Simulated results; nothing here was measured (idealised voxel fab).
Process module, titled voxel air gaps
Xsec cut, 215 nm wide, square cell size 5 nm.
Cross-section format: a grid of square cells, given as bands from top to bottom; each band is one or more rows of cells.
What a band's entry tells you: where the top is and where the bottom is, as heights in nm, and after that what lies inside, material by material from left to right, each with its width in nm. Empty space is written as the word "blank", and a single material marked with the word "throughout" occupies the band from edge to edge.
The reference from which all heights are counted is 0, the level beneath which the as-received wafer is entirely one material; the lowest band, having no lower bound, proceeds downward and is written after the example "from 0 down".
A width given as "30..40" starts at the first number in the band's top row and ends at the second number in its bottom row, shifting by an equal amount at every step from row to row.
The designation "same as before", where it is given for a processing step, indicates that no cell of the cross-section was altered in the course of that step.
Closed-off voids of 8+ cells (no open route to the top) go in "Internal closed voids", written width x height at distance from the left edge, in nm.
Text after the settings on a step's line: the simulator's own remark on that step.
"overlay nm" answers the question of how far to the right of plan the mask lay on a step that has a mask, and when it is negative the answer is to the left.
## Planned step list for the process
1,RECEIVE (material Si)
2,CONFORMAL_DEP (material SiO2; thk nm 10)
3,CONFORMAL_DEP (material SiN; thk nm 5)
4,DIRECTIONAL_DEP (material lowk; thk nm 35)
5,DIRECTIONAL_DEP (material aC; thk nm 15)
6,PATTERN (tone open; mask id LINES; material resist; width nm 15; pitch nm 45; thk nm 35; overlay nm 0)
7,DIRECTIONAL_ETCH (etch materials aC; depth nm 15)
8,STRIP (etch materials resist)
9,DIRECTIONAL_ETCH (etch materials lowk; depth nm 35)
10,STRIP (etch materials aC)
11,CONFORMAL_DEP (material TiN; thk nm 5)
12,FILL_DEP (material Ru; thk nm 10)
13,CMP (height nm 50)
14,EPI (material Ru; thk nm 10)
15,SELECTIVE_ETCH (etch materials lowk; depth nm 45)
16,CONFORMAL_DEP (material SiN; thk nm 5)
## First of two wafers, with the run carried out as planned
## Cross-section, incoming material, after step 1
  from 0 down: Si throughout
  Internal closed voids: none
## Wafer section view after processing step 2
  from 10 to 0: SiO2 throughout
  Below 0, the layers are the same as they were.
## Wafer section view after processing step 3
  from 15 to 10: SiN throughout
  Below 10, the layers are the same as they were.
## Wafer section view after processing step 4
  from 50 to 15: lowk throughout
  Below 15, the layers are the same as they were.
## Wafer section view after processing step 5
  from 65 to 50: aC throughout
  Below 50, the layers are the same as they were.
## Wafer section view after processing step 6
  from 100 to 65: resist (55), then blank (15), then resist (30), then blank (15), then resist (30), then blank (15), then resist (55)
  Below 65, the layers are the same as they were.
## Wafer section view after processing step 7
  from 85 to 65: resist (55), then blank (15), then resist (30), then blank (15), then resist (30), then blank (15), then resist (55)
  from 65 to 50: aC (55), then blank (15), then aC (30), then blank (15), then aC (30), then blank (15), then aC (55)
  Below 50, the layers are the same as they were.
## Wafer section view after processing step 8
  from 65 to 50: aC (55), then blank (15), then aC (30), then blank (15), then aC (30), then blank (15), then aC (55)
  Below 50, the layers are the same as they were.
## Wafer section view after processing step 9
  from 65 to 50: aC (55), then blank (15), then aC (30), then blank (15), then aC (30), then blank (15), then aC (55)
  from 50 to 15: lowk (55), then blank (15), then lowk (30), then blank (15), then lowk (30), then blank (15), then lowk (55)
  Below 15, the layers are the same as they were.
## Wafer section view after processing step 10
  from 50 to 15: lowk (55), then blank (15), then lowk (30), then blank (15), then lowk (30), then blank (15), then lowk (55)
  Below 15, the layers are the same as they were.
## Wafer section view after processing step 11
  from 55 to 50: TiN (60), then blank (5), then TiN (40), then blank (5), then TiN (40), then blank (5), then TiN (60)
  from 50 to 20: lowk (55), then TiN (5), then blank (5), then TiN (5), then lowk (30), then TiN (5), then blank (5), then TiN (5), then lowk (30), then TiN (5), then blank (5), then TiN (5), then lowk (55)
  from 20 to 15: lowk (55), then TiN (15), then lowk (30), then TiN (15), then lowk (30), then TiN (15), then lowk (55)
  Below 15, the layers are the same as they were.
## Wafer section view after processing step 12
  from 65 to 55: Ru throughout
  from 55 to 50: TiN (60), then Ru (5), then TiN (40), then Ru (5), then TiN (40), then Ru (5), then TiN (60)
  from 50 to 20: lowk (55), then TiN (5), then Ru (5), then TiN (5), then lowk (30), then TiN (5), then Ru (5), then TiN (5), then lowk (30), then TiN (5), then Ru (5), then TiN (5), then lowk (55)
  Below 20, the layers are the same as they were.
## Wafer section view after processing step 13
  from 50 to 20: lowk (55), then TiN (5), then Ru (5), then TiN (5), then lowk (30), then TiN (5), then Ru (5), then TiN (5), then lowk (30), then TiN (5), then Ru (5), then TiN (5), then lowk (55)
  Below 20, the layers are the same as they were.
## Wafer section view after processing step 14
  from 60 to 50: blank (45), then Ru (35), then blank (10), then Ru (35), then blank (10), then Ru (35), then blank (45)
  Below 50, the layers are the same as they were.
## Wafer section view after processing step 15
  from 60 to 50: blank (45), then Ru (35), then blank (10), then Ru (35), then blank (10), then Ru (35), then blank (45)
  from 50 to 20: blank (55), then TiN (5), then Ru (5), then TiN (5), then blank (30), then TiN (5), then Ru (5), then TiN (5), then blank (30), then TiN (5), then Ru (5), then TiN (5), then blank (55)
  from 20 to 15: blank (55), then TiN (15), then blank (30), then TiN (15), then blank (30), then TiN (15), then blank (55)
  Below 15, the layers are the same as they were.
## Wafer section view after processing step 16
  from 65 to 60: blank (40), then SiN (135), then blank (40)
  from 60 to 50: blank (40), then SiN (5), then Ru (35), then SiN (10), then Ru (35), then SiN (10), then Ru (35), then SiN (5), then blank (40)
  from 50 to 45: blank (40), then SiN (15), then TiN (5), then Ru (5), then TiN (5), then SiN (30), then TiN (5), then Ru (5), then TiN (5), then SiN (30), then TiN (5), then Ru (5), then TiN (5), then SiN (15), then blank (40)
  from 45 to 20: blank (50), then SiN (5), then TiN (5), then Ru (5), then TiN (5), then SiN (5), then blank (20), then SiN (5), then TiN (5), then Ru (5), then TiN (5), then SiN (5), then blank (20), then SiN (5), then TiN (5), then Ru (5), then TiN (5), then SiN (5), then blank (50)
  from 20 to 15: SiN (55), then TiN (15), then SiN (30), then TiN (15), then SiN (30), then TiN (15), then SiN (55)
  Below 15, the layers are the same as they were.
  Internal closed voids: 20 x 25 at 75; 20 x 25 at 120
## The remaining wafer, second of the two, started like the first and was run to the same plan, except that one mistake was made along the way; the two coincide through step 2, inclusive
## Second wafer: cross-section at the scheduled end of step 3
  from 45 to 10: lowk throughout
  Below 10, the layers are the same as they were.
## Second wafer: cross-section at the scheduled end of step 4
  from 50 to 45: SiN throughout
  Below 45, the layers are the same as they were.
## Second wafer: cross-section at the scheduled end of step 5
  from 65 to 50: aC throughout
  Below 50, the layers are the same as they were.
## Second wafer: cross-section at the scheduled end of step 6
  from 100 to 65: resist (55), then blank (15), then resist (30), then blank (15), then resist (30), then blank (15), then resist (55)
  Below 65, the layers are the same as they were.
## Second wafer: cross-section at the scheduled end of step 7
  from 85 to 65: resist (55), then blank (15), then resist (30), then blank (15), then resist (30), then blank (15), then resist (55)
  from 65 to 50: aC (55), then blank (15), then aC (30), then blank (15), then aC (30), then blank (15), then aC (55)
  Below 50, the layers are the same as they were.
## Second wafer: cross-section at the scheduled end of step 8
  from 65 to 50: aC (55), then blank (15), then aC (30), then blank (15), then aC (30), then blank (15), then aC (55)
  Below 50, the layers are the same as they were.
Second wafer: cross-section at the scheduled end of step 9: same as before
## Second wafer: cross-section at the scheduled end of step 10
  from 50 to 45: SiN throughout
  Below 45, the layers are the same as they were.
## Second wafer: cross-section at the scheduled end of step 11
  from 55 to 50: TiN throughout
  Below 50, the layers are the same as they were.
## Second wafer: cross-section at the scheduled end of step 12
  from 65 to 55: Ru throughout
  Below 55, the layers are the same as they were.
## Second wafer: cross-section at the scheduled end of step 13
  from 50 to 45: SiN throughout
  Below 45, the layers are the same as they were.
Second wafer: cross-section at the scheduled end of step 14: same as before
Second wafer: cross-section at the scheduled end of step 15: same as before
## Second wafer: cross-section at the scheduled end of step 16
  from 55 to 45: SiN throughout
  Below 45, the layers are the same as they were.
Here's what went sideways: steps 3 and 4: order swapped relative to plan
In the final state, the cell counts of the second wafer exceed or fall short of those of the first for the following materials: 60 fewer of Ru | 78 fewer of SiN | 45 fewer of TiN | 301 more of lowk
At the end, the first wafer has 2 closed voids and the second wafer has 0.
